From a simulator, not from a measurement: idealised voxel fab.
Name of the process module below: voxel gate over fins
The cross-section on display is named cut; it measures 155 nm wide, and its cells are 5 nm squares.
A cross-section is written here as square cells arranged in a grid, and it is given in bands from the top down, each band taking up one or more rows of cells.
This entry defines a band. It first specifies the height of the band's top and the height of its bottom in nm, and then specifies the band's materials from left to right, stating each material with its width in nm. The word "all across" identifies a single material that fills the band from edge to edge, while the word "blank" identifies empty space.
For the purposes of this specification, 0 denotes the height below which the wafer in its as-received condition is composed wholly of one material, and the lowermost band, lacking a lower limit, extends downward without end, as expressed in "0 down".
Quick explanation for "30 to 40": the width changes in equal steps down the rows of cells, from the first number in the band's top row to the second number in its bottom row.
A step reported as "no alteration" is a step in which no cell of the cross-section changed.
"Catalogued sealed voids" specifies each empty space that is not open to the top and that occupies no fewer than 8 cells, using the form width x height at distance, the distance measured from the left edge and all three quantities in nm.
Step line, after settings: the simulator's comment on this step.
overlay nm: for a step with a mask, the amount by which the mask lay right of where it was planned; a negative amount means left of it.

THE PLANNED PROCESS STEPS ARE ENUMERATED HEREUNDER
step 1: RECEIVE (material Si)
step 2: CONFORMAL_DEP (material SiN; thk nm 10)
step 3: DIRECTIONAL_DEP (material aC; thk nm 10)
step 4: PATTERN (tone cover; mask id FINS; material resist; width nm 15; pitch nm 35; thk nm 30; overlay nm -15)
step 5: DIRECTIONAL_ETCH (etch materials aC; depth nm 10)
step 6: STRIP (etch materials resist)
step 7: DIRECTIONAL_ETCH (etch materials SiN; depth nm 10)
step 8: DIRECTIONAL_ETCH (etch materials Si; depth nm 40)
step 9: STRIP (etch materials aC)
step 10: FILL_DEP (material SiO2; thk nm 10)
step 11: CMP (height nm 10)
step 12: SELECTIVE_ETCH (etch materials SiO2; depth nm 25)
step 13: STRIP (etch materials SiN)
step 14: CONFORMAL_DEP (material HfO2; thk nm 5)
step 15: CONFORMAL_DEP (material TiN; thk nm 5)
step 16: FILL_DEP (material W; thk nm 10)
step 17: CMP (height nm 15)
step 18: CONFORMAL_DEP (material SiN; thk nm 10)
For clarity, it should be stated that the wafers under discussion commence in an identical condition and differ with respect to the overlay nm of step 4, the plan indicating the value that the first wafer had.

CROSS-SECTION: THE FIRST OF SEVERAL WAFERS IN ITS AS-RECEIVED STATE, I.E. FOLLOWING STEP 1
> 0 down | Si all across
> Catalogued sealed voids: none

EACH ROW BELOW IS A WAFER AT THE END OF THE MODULE, LISTING FOR EVERY MATERIAL THE NUMBER OF CELLS IT HAS GAINED (+) OR LOST (-) SINCE IT WAS RECEIVED, FOLLOWED BY ITS CLOSED VOIDS
overlay nm -15 | +43 HfO2 | -200 Si | +62 SiN | +125 SiO2 | +43 TiN | +82 W | Catalogued sealed voids: none
overlay nm -10 | +43 HfO2 | -200 Si | +62 SiN | +125 SiO2 | +43 TiN | +82 W | Catalogued sealed voids: none
overlay nm -5 | +43 HfO2 | -200 Si | +62 SiN | +125 SiO2 | +43 TiN | +82 W | Catalogued sealed voids: none
overlay nm 0 | +43 HfO2 | -200 Si | +62 SiN | +125 SiO2 | +43 TiN | +82 W | Catalogued sealed voids: none
overlay nm 5 | +43 HfO2 | -200 Si | +62 SiN | +125 SiO2 | +43 TiN | +82 W | Catalogued sealed voids: none
overlay nm 10 | +43 HfO2 | -200 Si | +62 SiN | +125 SiO2 | +43 TiN | +82 W | Catalogued sealed voids: none
overlay nm 15 | +43 HfO2 | -200 Si | +62 SiN | +125 SiO2 | +43 TiN | +82 W | Catalogued sealed voids: none
